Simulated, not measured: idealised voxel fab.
Process module, titled voxel wiring stack
The cross-section shown here is cut; it is 195 nm wide and divided into square cells measuring 5 nm on a side.
Reading order for cross-sections: top band down to bottom band. Underlying form: a grid of square cells. Band size: one or more rows of cells.
A band entry consists of two parts. The first gives the height of the band's top and the height of its bottom, in nm. The rest lists the band's materials from left to right, each with its width in nm. A single material labelled with the word "all across" fills the band from edge to edge, and the word "blank" marks empty space.
Where do heights start? At 0: under that level the wafer as delivered is made of one material only. And the lowest band has no floor; it just carries on downward, as in "0 down".
So if you see something like "30 to 40" for the width, read it as the top row of the band sitting at the first number and the bottom row at the second, with every row in between moving by the same amount as the last.
Given "left unchanged" for a step, no cell of the cross-section differs between before and after that step.
Basically, "Listed closed voids" tells you about the enclosed voids: empty spaces with no open way to the top, 8 cells or bigger, each written width x height at distance, where distance is from the left edge, all in nm.
The remark found on a step's line after its settings is issued by the simulator itself and pertains to that step.
A step's line can hold "overlay nm"; with a mask on that step, the setting says how far right of the planned place the mask lay, while a negative setting says it lay to the left.
These are the steps we planned for the process
- 1: RECEIVE with material Si
- 2: CONFORMAL_DEP with material SiO2, thk nm 15
- 3: DIRECTIONAL_DEP with material TiN, thk nm 5
- 4: DIRECTIONAL_DEP with material Ru, thk nm 20
- 5: PATTERN with tone cover, mask id METAL_1, material resist, width nm 20, pitch nm 45, thk nm 20, overlay nm 0
- 6: DIRECTIONAL_ETCH with etch materials Ru, depth nm 20
- 7: DIRECTIONAL_ETCH with etch materials TiN, depth nm 5
- 8: STRIP with etch materials resist
- 9: FILL_DEP with material lowk, thk nm 10
- 10: CMP with height nm 40
- 11: CONFORMAL_DEP with material SiCN, thk nm 5
- 12: DIRECTIONAL_DEP with material lowk, thk nm 15
- 13: DIRECTIONAL_DEP with material aC, thk nm 15
- 14: PATTERN with tone open, mask id PLUG_1, material resist, width nm 15, pitch nm 45, thk nm 35, overlay nm 0
- 15: DIRECTIONAL_ETCH with etch materials aC, depth nm 15
- 16: STRIP with etch materials resist
- 17: DIRECTIONAL_ETCH with etch materials lowk, depth nm 15
- 18: DIRECTIONAL_ETCH with etch materials SiCN, depth nm 5
- 19: STRIP with etch materials aC
- 20: EPI with material Ru, thk nm 10
- 21: EPI with material Ru, thk nm 10
- 22: CONFORMAL_DEP with material SiN, thk nm 5
- 23: DIRECTIONAL_DEP with material SiO2, thk nm 15
- 24: DIRECTIONAL_DEP with material aC, thk nm 10
- 25: PATTERN with tone open, mask id METAL_2, material resist, width nm 20, pitch nm 45, thk nm 30, overlay nm 0
- 26: DIRECTIONAL_ETCH with etch materials aC, depth nm 10
- 27: STRIP with etch materials resist
- 28: DIRECTIONAL_ETCH with etch materials SiO2, depth nm 15
- 29: DIRECTIONAL_ETCH with etch materials SiN, depth nm 5
- 30: STRIP with etch materials aC
- 31: CONFORMAL_DEP with material TiN, thk nm 5
- 32: FILL_DEP with material Cu, thk nm 10
- 33: CMP with height nm 80
- 34: CONFORMAL_DEP with material SiCN, thk nm 5
- 35: DIRECTIONAL_DEP with material lowk, thk nm 30
- 36: DIRECTIONAL_DEP with material aC, thk nm 15
- 37: PATTERN with tone open, mask id METAL_3, material resist, width nm 20, pitch nm 45, thk nm 35, overlay nm 0
- 38: DIRECTIONAL_ETCH with etch materials aC, depth nm 15
- 39: STRIP with etch materials resist
- 40: DIRECTIONAL_ETCH with etch materials lowk, depth nm 15
- 41: STRIP with etch materials aC
- 42: MASKED_ETCH with tone open, mask id METAL_3_HOLES, width nm 15, pitch nm 45, etch materials lowk, depth nm 15, overlay nm 0
- 43: MASKED_ETCH with tone open, mask id METAL_3_HOLES, width nm 15, pitch nm 45, etch materials SiCN, depth nm 5, overlay nm 0
- 44: CONFORMAL_DEP with material TiN, thk nm 5
- 45: FILL_DEP with material Cu, thk nm 5
- 46: CMP with height nm 115
- 47: CONFORMAL_DEP with material SiCN, thk nm 5
- 48: DIRECTIONAL_DEP with material lowk, thk nm 10
- 49: MASKED_ETCH with tone open, mask id PLUG_3, width nm 15, pitch nm 45, etch materials lowk, depth nm 10, overlay nm 0
- 50: MASKED_ETCH with tone open, mask id PLUG_3, width nm 15, pitch nm 45, etch materials SiCN, depth nm 5, overlay nm 0
- 51: CONFORMAL_DEP with material TiN, thk nm 5
- 52: FILL_DEP with material Cu, thk nm 5
- 53: CMP with height nm 130
- 54: CONFORMAL_DEP with material SiCN, thk nm 5
- 55: DIRECTIONAL_DEP with material SiO2, thk nm 25
- 56: DIRECTIONAL_DEP with material aC, thk nm 10
- 57: PATTERN with tone open, mask id METAL_4, material resist, width nm 20, pitch nm 45, thk nm 25, overlay nm 0
- 58: DIRECTIONAL_ETCH with etch materials aC, depth nm 10
- 59: STRIP with etch materials resist
- 60: DIRECTIONAL_ETCH with etch materials SiO2, depth nm 25
- 61: DIRECTIONAL_ETCH with etch materials SiCN, depth nm 5
- 62: STRIP with etch materials aC
- 63: CONFORMAL_DEP with material TiN, thk nm 5
- 64: FILL_DEP with material Cu, thk nm 5
- 65: CMP with height nm 160
- 66: CONFORMAL_DEP with material SiCN, thk nm 5
Wafer as received: cross-section following step 1
	0 down = Si all across
	Listed closed voids: none
Cross-section, first of two wafers, end of module, run as planned
	165 to 160 = SiCN all across
	160 to 135 = SiO2 40 nm, then TiN 5 nm, then Cu 10 nm, then TiN 5 nm, then SiO2 25 nm, then TiN 5 nm, then Cu 10 nm, then TiN 5 nm, then SiO2 25 nm, then TiN 5 nm, then Cu 10 nm, then TiN 5 nm, then SiO2 45 nm
	135 to 130 = SiCN 40 nm, then TiN 20 nm, then SiCN 25 nm, then TiN 20 nm, then SiCN 25 nm, then TiN 20 nm, then SiCN 45 nm
	130 to 120 = lowk 40 nm, then TiN 5 nm, then Cu 5 nm, then TiN 5 nm, then lowk 30 nm, then TiN 5 nm, then Cu 5 nm, then TiN 5 nm, then lowk 30 nm, then TiN 5 nm, then Cu 5 nm, then TiN 5 nm, then lowk 50 nm
	120 to 115 = SiCN 40 nm, then TiN 15 nm, then SiCN 30 nm, then TiN 15 nm, then SiCN 30 nm, then TiN 15 nm, then SiCN 50 nm
	115 to 105 = lowk 40 nm, then TiN 5 nm, then Cu 10 nm, then TiN 5 nm, then lowk 25 nm, then TiN 5 nm, then Cu 10 nm, then TiN 5 nm, then lowk 25 nm, then TiN 5 nm, then Cu 10 nm, then TiN 5 nm, then lowk 45 nm
	105 to 100 = lowk 40 nm, then TiN 5 nm, then Cu 5 nm, then TiN 10 nm, then lowk 25 nm, then TiN 5 nm, then Cu 5 nm, then TiN 10 nm, then lowk 25 nm, then TiN 5 nm, then Cu 5 nm, then TiN 10 nm, then lowk 45 nm
	100 to 85 = lowk 40 nm, then TiN 5 nm, then Cu 5 nm, then TiN 5 nm, then lowk 30 nm, then TiN 5 nm, then Cu 5 nm, then TiN 5 nm, then lowk 30 nm, then TiN 5 nm, then Cu 5 nm, then TiN 5 nm, then lowk 50 nm
	85 to 80 = SiCN 40 nm, then TiN 15 nm, then SiCN 30 nm, then TiN 15 nm, then SiCN 30 nm, then TiN 15 nm, then SiCN 50 nm
	80 to 65 = SiO2 40 nm, then TiN 5 nm, then Cu 10 nm, then TiN 5 nm, then SiO2 25 nm, then TiN 5 nm, then Cu 10 nm, then TiN 5 nm, then SiO2 25 nm, then TiN 5 nm, then Cu 10 nm, then TiN 5 nm, then SiO2 45 nm
	65 to 60 = SiN 40 nm, then TiN 20 nm, then SiN 25 nm, then TiN 20 nm, then SiN 25 nm, then TiN 20 nm, then SiN 45 nm
	60 to 45 = lowk 40 nm, then Ru 15 nm, then lowk 30 nm, then Ru 15 nm, then lowk 30 nm, then Ru 15 nm, then lowk 50 nm
	45 to 40 = SiCN 40 nm, then Ru 15 nm, then SiCN 30 nm, then Ru 15 nm, then SiCN 30 nm, then Ru 15 nm, then SiCN 50 nm
	40 to 20 = lowk 40 nm, then Ru 20 nm, then lowk 25 nm, then Ru 20 nm, then lowk 25 nm, then Ru 20 nm, then lowk 45 nm
	20 to 15 = lowk 40 nm, then TiN 20 nm, then lowk 25 nm, then TiN 20 nm, then lowk 25 nm, then TiN 20 nm, then lowk 45 nm
	15 to 0 = SiO2 all across
	0 down = Si all across
	Listed closed voids: none
Cross-section of the latter of the two wafers at module completion. It had an identical start and an identical plan to the former; in running it, one mistake was made
	165 to 160 = SiCN all across
	160 to 135 = SiO2 40 nm, then TiN 5 nm, then Cu 10 nm, then TiN 5 nm, then SiO2 25 nm, then TiN 5 nm, then Cu 10 nm, then TiN 5 nm, then SiO2 25 nm, then TiN 5 nm, then Cu 10 nm, then TiN 5 nm, then SiO2 45 nm
	135 to 130 = SiCN 40 nm, then TiN 20 nm, then SiCN 25 nm, then TiN 20 nm, then SiCN 25 nm, then TiN 20 nm, then SiCN 45 nm
	130 to 120 = lowk 40 nm, then TiN 5 nm, then Cu 5 nm, then TiN 5 nm, then lowk 30 nm, then TiN 5 nm, then Cu 5 nm, then TiN 5 nm, then lowk 30 nm, then TiN 5 nm, then Cu 5 nm, then TiN 5 nm, then lowk 50 nm
	120 to 115 = SiCN 40 nm, then TiN 15 nm, then SiCN 30 nm, then TiN 15 nm, then SiCN 30 nm, then TiN 15 nm, then SiCN 50 nm
	115 to 105 = lowk 40 nm, then TiN 5 nm, then Cu 10 nm, then TiN 5 nm, then lowk 25 nm, then TiN 5 nm, then Cu 10 nm, then TiN 5 nm, then lowk 25 nm, then TiN 5 nm, then Cu 10 nm, then TiN 5 nm, then lowk 45 nm
	105 to 100 = lowk 40 nm, then TiN 5 nm, then Cu 5 nm, then TiN 10 nm, then lowk 25 nm, then TiN 5 nm, then Cu 5 nm, then TiN 10 nm, then lowk 25 nm, then TiN 5 nm, then Cu 5 nm, then TiN 10 nm, then lowk 45 nm
	100 to 85 = lowk 40 nm, then TiN 5 nm, then Cu 5 nm, then TiN 5 nm, then lowk 30 nm, then TiN 5 nm, then Cu 5 nm, then TiN 5 nm, then lowk 30 nm, then TiN 5 nm, then Cu 5 nm, then TiN 5 nm, then lowk 50 nm
	85 to 80 = SiCN 40 nm, then TiN 15 nm, then SiCN 30 nm, then TiN 15 nm, then SiCN 30 nm, then TiN 15 nm, then SiCN 50 nm
	80 to 65 = SiO2 40 nm, then TiN 5 nm, then Cu 10 nm, then TiN 5 nm, then SiO2 25 nm, then TiN 5 nm, then Cu 10 nm, then TiN 5 nm, then SiO2 25 nm, then TiN 5 nm, then Cu 10 nm, then TiN 5 nm, then SiO2 45 nm
	65 to 60 = SiN 40 nm, then TiN 20 nm, then SiN 25 nm, then TiN 20 nm, then SiN 25 nm, then TiN 20 nm, then SiN 45 nm
	60 to 45 = lowk 40 nm, then Ru 15 nm, then lowk 30 nm, then Ru 15 nm, then lowk 30 nm, then Ru 15 nm, then lowk 50 nm
	45 to 40 = SiCN 40 nm, then Ru 15 nm, then SiCN 30 nm, then Ru 15 nm, then SiCN 30 nm, then Ru 15 nm, then SiCN 50 nm
	40 to 20 = lowk 40 nm, then Ru 25 nm, then lowk 20 nm, then Ru 25 nm, then lowk 20 nm, then Ru 25 nm, then lowk 40 nm
	20 to 15 = lowk 40 nm, then TiN 25 nm, then lowk 20 nm, then TiN 25 nm, then lowk 20 nm, then TiN 25 nm, then lowk 40 nm
	15 to 0 = SiO2 all across
	0 down = Si all across
	Listed closed voids: none
So what did we get wrong on this run? step 5 did not use the planned setting and instead ran as PATTERN with tone cover, mask id METAL_1, material resist, width nm 25, pitch nm 45, thk nm 20, overlay nm 0
FYI, end of process, the second wafer has more or fewer cells of some materials than the first: Ru: 12 more; TiN: 3 more; lowk: 15 fewer
